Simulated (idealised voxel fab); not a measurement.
process module | voxel gate over fins
cross-section cut | 245 nm wide | cells 5 nm
A cross-section is a grid of square cells, given in bands from the top down. A band is one or more rows of cells.
Each band's line starts with the height of the band's top and of its bottom, in nm. Then come its materials from left to right, each with its width in nm. One material with "throughout" fills the band from edge to edge. "air" is empty space.
Height 0 is the level under which the wafer as received is all one material. The lowest band goes on downwards, as in "0 down".
A width such as "30 to 40" changes by the same amount from each row of cells to the next, from the band's top row to its bottom row.
"no change" after a step means that no cell of the cross-section changed.
closed voids: empty space of 8 cells or more with no open way to the top, each as width x height at its distance from the left edge, in nm
after a step's settings: what the simulator itself notes on the step
overlay nm, on a step with a mask: how far to the right of its planned place the mask lay; to the left if negative
plan
1 op RECEIVE | material Si
2 op CONFORMAL_DEP | material SiN | thk nm 5
3 op MASKED_ETCH | tone cover | mask id FINS | width nm 15 | pitch nm 35 | etch materials SiN | depth nm 5 | overlay nm 0
4 op MASKED_ETCH | tone cover | mask id FINS | width nm 15 | pitch nm 35 | etch materials Si | depth nm 30 | overlay nm 0
5 op OXIDIZE | depth nm 5
6 op FILL_DEP | material SiO2 | thk nm 15
7 op CMP | height nm 5
8 op SELECTIVE_ETCH | etch materials SiO2 | depth nm 15
9 op STRIP | etch materials SiN
10 op CONFORMAL_DEP | material HfO2 | thk nm 5
11 op CONFORMAL_DEP | material TiN | thk nm 5
12 op FILL_DEP | material W | thk nm 15
13 op CMP | height nm 20
14 op CONFORMAL_DEP | material SiCN | thk nm 10
as received, after step 1
  0 down: Si throughout
  closed voids: none
a wafer at the end: this start, this plan, one mistake
  30 to 20: SiCN throughout
  20 to 10: W throughout
  10 to 5: W 75 | TiN 25 | W 10 | TiN 25 | W 10 | TiN 25 | W 75
  5 to 0: W 75 | TiN 5 | HfO2 15 | TiN 5 | W 10 | TiN 5 | HfO2 15 | TiN 5 | W 10 | TiN 5 | HfO2 15 | TiN 5 | W 75
  0 to -5: TiN 80 | HfO2 5 | Si 5 | HfO2 5 | TiN 5 | W 10 | TiN 5 | HfO2 5 | Si 5 | HfO2 5 | TiN 5 | W 10 | TiN 5 | HfO2 5 | Si 5 | HfO2 5 | TiN 80
  -5 to -10: HfO2 70 | TiN 10 | HfO2 5 | Si 5 | HfO2 5 | TiN 20 | HfO2 5 | Si 5 | HfO2 5 | TiN 20 | HfO2 5 | Si 5 | HfO2 5 | TiN 10 | HfO2 70
  -10 to -15: SiO2 65 | HfO2 20 | Si 5 | HfO2 30 | Si 5 | HfO2 30 | Si 5 | HfO2 20 | SiO2 65
  -15 to -35: SiO2 85 | Si 5 | SiO2 30 | Si 5 | SiO2 30 | Si 5 | SiO2 85
  -35 down: Si throughout
  closed voids: none
what went wrong: steps 8 and 9 were swapped
